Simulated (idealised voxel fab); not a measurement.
Presented below is a process module, voxel transistor to metal.
The width of the displayed cross-section, cut, is 170 nm; its cells are square, with a size of 5 nm.
Cross-section = grid of square cells, listed top down in bands; band = one or more rows.
A band entry consists of two parts. The first gives the height of the band's top and the height of its bottom, in nm. The rest lists the band's materials from left to right, each with its width in nm. A single material labelled with the word "full width" fills the band from edge to edge, and the word "air" marks empty space.
Heights from 0 (as-received wafer is one material below). Bottom band endless downward, as "top 0, no bottom".
The expression "30..40" gives the width at the extremes of the band, the first number at its top row of cells and the second at its bottom row, with the width changing by equal amounts from each row to the next in between.
"nothing changed" -> step changed no cross-section cell.
In the "Trapped void list" entry, you get each enclosed empty space of 8 cells or more, one with no open way to the top, written width x height at distance, distance from the left edge, in nm.
That trailing text on a step's line, after the settings, is the simulator's own remark on the step.
A step's line can hold "overlay nm"; with a mask on that step, the setting says how far right of the planned place the mask lay, while a negative setting says it lay to the left.

THE PLANNED PROCESS STEPS ARE ENUMERATED HEREUNDER
1,RECEIVE: material Si
2,OXIDIZE: depth nm 5
3,CONFORMAL_DEP: material SiN, thk nm 10
4,MASKED_ETCH: tone cover, mask id ACTIVE, width nm 110, etch materials SiN, depth nm 10, overlay nm 0
5,MASKED_ETCH: tone cover, mask id ACTIVE, width nm 110, etch materials SiO2, depth nm 5, overlay nm 0
6,MASKED_ETCH: tone cover, mask id ACTIVE, width nm 110, etch materials Si, depth nm 20, overlay nm 0
7,OXIDIZE: depth nm 5
8,FILL_DEP: material SiO2, thk nm 15
9,CMP: height nm 10
10,SELECTIVE_ETCH: etch materials SiO2, depth nm 10
11,STRIP: etch materials SiN
12,SELECTIVE_ETCH: etch materials SiO2, depth nm 5
13,OXIDIZE: depth nm 5
14,DIRECTIONAL_DEP: material polySi, thk nm 20
15,DIRECTIONAL_DEP: material SiCN, thk nm 10
16,DIRECTIONAL_DEP: material aC, thk nm 15
17,PATTERN: tone cover, mask id GATE, material resist, width nm 30, thk nm 35, overlay nm 0
18,DIRECTIONAL_ETCH: etch materials aC, depth nm 15
19,STRIP: etch materials resist
20,DIRECTIONAL_ETCH: etch materials SiCN, depth nm 20
21,DIRECTIONAL_ETCH: etch materials polySi, depth nm 30
22,STRIP: etch materials aC
23,CONFORMAL_DEP: material SiO2, thk nm 5
24,DIRECTIONAL_ETCH: etch materials SiO2, depth nm 5
25,CONFORMAL_DEP: material SiN, thk nm 5
26,DIRECTIONAL_ETCH: etch materials SiN, depth nm 5
27,DIRECTIONAL_ETCH: etch materials SiO2, depth nm 5
28,DIRECTIONAL_ETCH: etch materials Si, depth nm 10
29,EPI: material SiGe, thk nm 15
30,FILL_DEP: material SiO2, thk nm 10
31,CMP: height nm 15
32,STRIP: etch materials polySi
33,SELECTIVE_ETCH: etch materials SiO2, depth nm 5
34,CONFORMAL_DEP: material HfO2, thk nm 5
35,CONFORMAL_DEP: material TiN, thk nm 5
36,FILL_DEP: material W, thk nm 5
37,CMP: height nm 10
38,DIRECTIONAL_DEP: material SiO2, thk nm 10
39,MASKED_ETCH: tone open, mask id CONTACT, width nm 20, pitch nm 80, etch materials SiO2, depth nm 25, overlay nm 0
40,CONFORMAL_DEP: material TiN, thk nm 5
41,FILL_DEP: material W, thk nm 10
42,CMP: height nm 20
43,DIRECTIONAL_DEP: material TiN, thk nm 5
44,DIRECTIONAL_DEP: material W, thk nm 20
45,PATTERN: tone cover, mask id METAL_1, material resist, width nm 20, pitch nm 80, thk nm 20, overlay nm 0
46,DIRECTIONAL_ETCH: etch materials W, depth nm 20
47,DIRECTIONAL_ETCH: etch materials TiN, depth nm 5
48,STRIP: etch materials resist
49,CONFORMAL_DEP: material SiN, thk nm 5
50,FILL_DEP: material lowk, thk nm 10
51,CMP: height nm 45
52,CONFORMAL_DEP: material SiN, thk nm 5

CROSS-SECTION OF THE INCOMING WAFER, STATE AFTER STEP 1
- top 0, no bottom  Si full width
- Trapped void list: none

WAFER AT MODULE END, IN SECTION. BEGAN AS ABOVE, PLANNED AS ABOVE, RUN WITH ONE MISTAKE
- top 50, bottom 45  SiN full width
- top 45, bottom 25  30 lowk, then 5 SiN, then 20 W, then 5 SiN, then 50 lowk, then 5 SiN, then 20 W, then 5 SiN, then 30 lowk
- top 25, bottom 20  35 SiN, then 20 TiN, then 60 SiN, then 20 TiN, then 35 SiN
- top 20, bottom 15  35 SiO2, then 5 TiN, then 10 W, then 5 TiN, then 60 SiO2, then 5 TiN, then 10 W, then 5 TiN, then 35 SiO2
- top 15, bottom 10  35 SiO2, then 20 TiN, then 60 SiO2, then 20 TiN, then 35 SiO2
- top 10, bottom 5  35 SiO2, then 10 TiN, then 15 SiGe, then 5 SiN, then 5 HfO2, then 5 TiN, then 20 W, then 5 TiN, then 5 HfO2, then 5 SiN, then 15 SiGe, then 10 TiN, then 35 SiO2
- top 5, bottom 0  35 SiO2, then 10 TiN, then 15 SiGe, then 5 SiN, then 5 HfO2, then 30 TiN, then 5 HfO2, then 5 SiN, then 15 SiGe, then 10 TiN, then 35 SiO2
- top 0, bottom -5  25 SiO2, then 5 SiN, then 30 SiGe, then 5 SiO2, then 40 HfO2, then 5 SiO2, then 30 SiGe, then 5 SiN, then 25 SiO2
- top -5, bottom -15  35 SiO2, then 25 SiGe, then 50 Si, then 25 SiGe, then 35 SiO2
- top -15, bottom -30  35 SiO2, then 100 Si, then 35 SiO2
- top -30, no bottom  Si full width
- Trapped void list: none
What was the processing mistake? the executed order of steps 11 and 12 is the reverse of that specified in the plan, each step having taken the other's position
